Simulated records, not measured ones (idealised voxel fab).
process module | voxel tone inversion
cross-section cut | 230 nm wide | cells 5 nm
A cross-section is a grid of square cells, given in bands from the top down. A band is one or more rows of cells.
Each band's line starts with the height of the band's top and of its bottom, in nm. Then come its materials from left to right, each with its width in nm. One material with "throughout" fills the band from edge to edge. "air" is empty space.
Height 0 is the level under which the wafer as received is all one material. The lowest band goes on downwards, as in "0 down".
A width such as "30 to 40" changes by the same amount from each row of cells to the next, from the band's top row to its bottom row.
"no change" after a step means that no cell of the cross-section changed.
closed voids: empty space of 8 cells or more with no open way to the top, each as width x height at its distance from the left edge, in nm
after a step's settings: what the simulator itself notes on the step
overlay nm, on a step with a mask: how far to the right of its planned place the mask lay; to the left if negative
plan
1 op RECEIVE | material Si
2 op CONFORMAL_DEP | material SiN | thk nm 10
3 op DIRECTIONAL_DEP | material polySi | thk nm 15
4 op PATTERN | tone cover | mask id POSTS | material resist | width nm 15 | pitch nm 30 | thk nm 25 | overlay nm 0
5 op DIRECTIONAL_ETCH | etch materials polySi | depth nm 15
6 op STRIP | etch materials resist
7 op FILL_DEP | material lowk | thk nm 10
8 op CMP | height nm 25
9 op STRIP | etch materials polySi
10 op CONFORMAL_DEP | material TiN | thk nm 5
11 op FILL_DEP | material W | thk nm 10
12 op CMP | height nm 25
13 op CONFORMAL_DEP | material SiCN | thk nm 5
as received, after step 1
  0 down: Si throughout
  closed voids: none
first wafer at the end, as planned
  30 to 25: SiCN throughout
  25 to 15: lowk 60 | TiN 5 | W 5 | TiN 5 | lowk 15 | TiN 5 | W 5 | TiN 5 | lowk 15 | TiN 5 | W 5 | TiN 5 | lowk 15 | TiN 5 | W 5 | TiN 5 | lowk 65
  15 to 10: lowk 60 | TiN 15 | lowk 15 | TiN 15 | lowk 15 | TiN 15 | lowk 15 | TiN 15 | lowk 65
  10 to 0: SiN throughout
  0 down: Si throughout
  closed voids: none
second wafer at the end: like start, like plan, one mistake
  30 to 25: polySi throughout
  25 to 15: lowk 60 | TiN 5 | W 5 | TiN 5 | lowk 15 | TiN 5 | W 5 | TiN 5 | lowk 15 | TiN 5 | W 5 | TiN 5 | lowk 15 | TiN 5 | W 5 | TiN 5 | lowk 65
  15 to 10: lowk 60 | TiN 15 | lowk 15 | TiN 15 | lowk 15 | TiN 15 | lowk 15 | TiN 15 | lowk 65
  10 to 0: SiN throughout
  0 down: Si throughout
  closed voids: none
what went wrong: step 13 ran as: op CONFORMAL_DEP | material polySi | thk nm 5
at the end the second wafer has, in cells: 46 fewer of SiCN | 46 more of polySi
